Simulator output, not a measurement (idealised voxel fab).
This section sets out a process module, namely voxel capacitor over wiring.
Cross-section cut spans 155 nm and uses square cells 5 nm in size.
Cross-section format: a grid of square cells, given as bands from top to bottom; each band is one or more rows of cells.
Top, bottom (nm), then materials left to right with widths (nm); lone material tagged "everywhere" fills the whole band edge to edge; "blank" = empty space.
Heights are measured from 0, the level below which the as-received wafer is all one material; the lowest band has no bottom and continues downward, written as in "0 -> down".
When a width is written as two numbers, as in "30->40", the first number is the width in the top row of cells of the band and the second is the width in its bottom row, and the width changes by the same amount from each row to the next.
What does "remains unaltered" mean for a step? It means no cell of the cross-section changed in that step.
Completely enclosed voids: empty space of 8 cells or more with no open way to the top, each as width x height at its distance from the left edge, in nm
Where a step's line continues beyond its settings, the continuation is a remark by the simulator itself on that step.
overlay nm: mask offset rightward from planned place, masked step; negative means leftward offset.
### Here's what the planned process steps look like
1: op RECEIVE | material Si
2: op CONFORMAL_DEP | material SiO2 | thk nm 10
3: op CONFORMAL_DEP | material SiCN | thk nm 5
4: op DIRECTIONAL_DEP | material SiO2 | thk nm 25
5: op MASKED_ETCH | tone open | mask id METAL_1 | width nm 25 | pitch nm 95 | etch materials SiO2 | depth nm 25 | overlay nm 0
6: op MASKED_ETCH | tone open | mask id METAL_1 | width nm 25 | pitch nm 95 | etch materials SiCN | depth nm 5 | overlay nm 0
7: op CONFORMAL_DEP | material TiN | thk nm 5
8: op FILL_DEP | material Cu | thk nm 5
9: op CMP | height nm 40
10: op EPI | material Ru | thk nm 5
11: op FILL_DEP | material SiCN | thk nm 5
12: op DIRECTIONAL_DEP | material SiO2 | thk nm 20
13: op MASKED_ETCH | tone open | mask id PLUG_1 | width nm 15 | etch materials SiO2 | depth nm 20 | overlay nm 0
14: op MASKED_ETCH | tone open | mask id PLUG_1 | width nm 15 | etch materials SiCN | depth nm 5 | overlay nm 0
15: op CONFORMAL_DEP | material TiN | thk nm 5
16: op FILL_DEP | material Ru | thk nm 10
17: op CMP | height nm 70
18: op DIRECTIONAL_DEP | material TiN | thk nm 5
19: op DIRECTIONAL_DEP | material SiN | thk nm 5
20: op DIRECTIONAL_DEP | material TiN | thk nm 5
21: op DIRECTIONAL_DEP | material aC | thk nm 15
22: op PATTERN | tone cover | mask id UPPER_PLATE | material resist | width nm 75 | thk nm 35 | overlay nm 0
23: op DIRECTIONAL_ETCH | etch materials aC | depth nm 15
24: op STRIP | etch materials resist
25: op DIRECTIONAL_ETCH | etch materials TiN | depth nm 5
26: op DIRECTIONAL_ETCH | etch materials SiN | depth nm 5
27: op STRIP | etch materials aC
28: op MASKED_ETCH | tone cover | mask id LOWER_PLATE | width nm 85 | etch materials TiN | depth nm 5 | overlay nm 0
29: op FILL_DEP | material SiO2 | thk nm 20
30: op CMP | height nm 100
31: op MASKED_ETCH | tone open | mask id PLUG_2 | width nm 15 | etch materials SiO2 | depth nm 15 | overlay nm 0
32: op CONFORMAL_DEP | material TiN | thk nm 5
33: op FILL_DEP | material Cu | thk nm 5
34: op CMP | height nm 100
35: op CONFORMAL_DEP | material SiCN | thk nm 5
### Cross-sectional view of the wafer in its as-received condition, corresponding to the state after step 1
0 -> down | Si everywhere
Completely enclosed voids: none
### First of two wafers, end-of-module section, run followed plan
105 -> 100 | SiCN everywhere
100 -> 90 | SiO2 35 nm  TiN 5 nm  Cu 5 nm  TiN 5 nm  SiO2 105 nm
90 -> 80 | SiO2 35->25 nm  TiN 15->75 nm  SiO2 105->55 nm
80 -> 75 | SiO2 25 nm  SiN 75 nm  SiO2 55 nm
75 -> 70 | SiO2 20 nm  TiN 85 nm  SiO2 50 nm
70 -> 50 | SiO2 25 nm  TiN 5 nm  Ru 5 nm  TiN 5 nm  SiO2 115 nm
50 -> 45 | SiCN 25 nm  TiN 15 nm  SiCN 115 nm
45 -> 40 | SiCN 10 nm  Ru 35 nm  SiCN 60 nm  Ru 35 nm  SiCN 15 nm
40 -> 15 | SiO2 15 nm  TiN 5 nm  Cu 15 nm  TiN 5 nm  SiO2 70 nm  TiN 5 nm  Cu 15 nm  TiN 5 nm  SiO2 20 nm
15 -> 10 | SiCN 15 nm  TiN 25 nm  SiCN 70 nm  TiN 25 nm  SiCN 20 nm
10 -> 0 | SiO2 everywhere
0 -> down | Si everywhere
Completely enclosed voids: none
### This is the second of the two wafers, cross-sectioned at the end of the module; it started exactly like the first and was given the same plan, but it was run with one mistake
105 -> 100 | SiCN everywhere
100 -> 90 | SiO2 35 nm  TiN 5 nm  Cu 5 nm  TiN 5 nm  SiO2 105 nm
90 -> 80 | SiO2 35->25 nm  TiN 15->80 nm  SiO2 105->50 nm
80 -> 75 | SiO2 25 nm  SiN 80 nm  SiO2 50 nm
75 -> 70 | SiO2 20 nm  TiN 85 nm  SiO2 50 nm
70 -> 50 | SiO2 25 nm  TiN 5 nm  Ru 5 nm  TiN 5 nm  SiO2 115 nm
50 -> 45 | SiCN 25 nm  TiN 15 nm  SiCN 115 nm
45 -> 40 | SiCN 10 nm  Ru 35 nm  SiCN 60 nm  Ru 35 nm  SiCN 15 nm
40 -> 15 | SiO2 15 nm  TiN 5 nm  Cu 15 nm  TiN 5 nm  SiO2 70 nm  TiN 5 nm  Cu 15 nm  TiN 5 nm  SiO2 20 nm
15 -> 10 | SiCN 15 nm  TiN 25 nm  SiCN 70 nm  TiN 25 nm  SiCN 20 nm
10 -> 0 | SiO2 everywhere
0 -> down | Si everywhere
Completely enclosed voids: none
It is concluded that the wafer was processed incorrectly with respect to the plan, in that step 22 deviated from plan and actually ran as op PATTERN | tone cover | mask id UPPER_PLATE | material resist | width nm 80 | thk nm 35 | overlay nm 0
Per the end-of-run cell counts, the second wafer holds more or fewer of some materials than the first: SiN +1; SiO2 -2; TiN +1
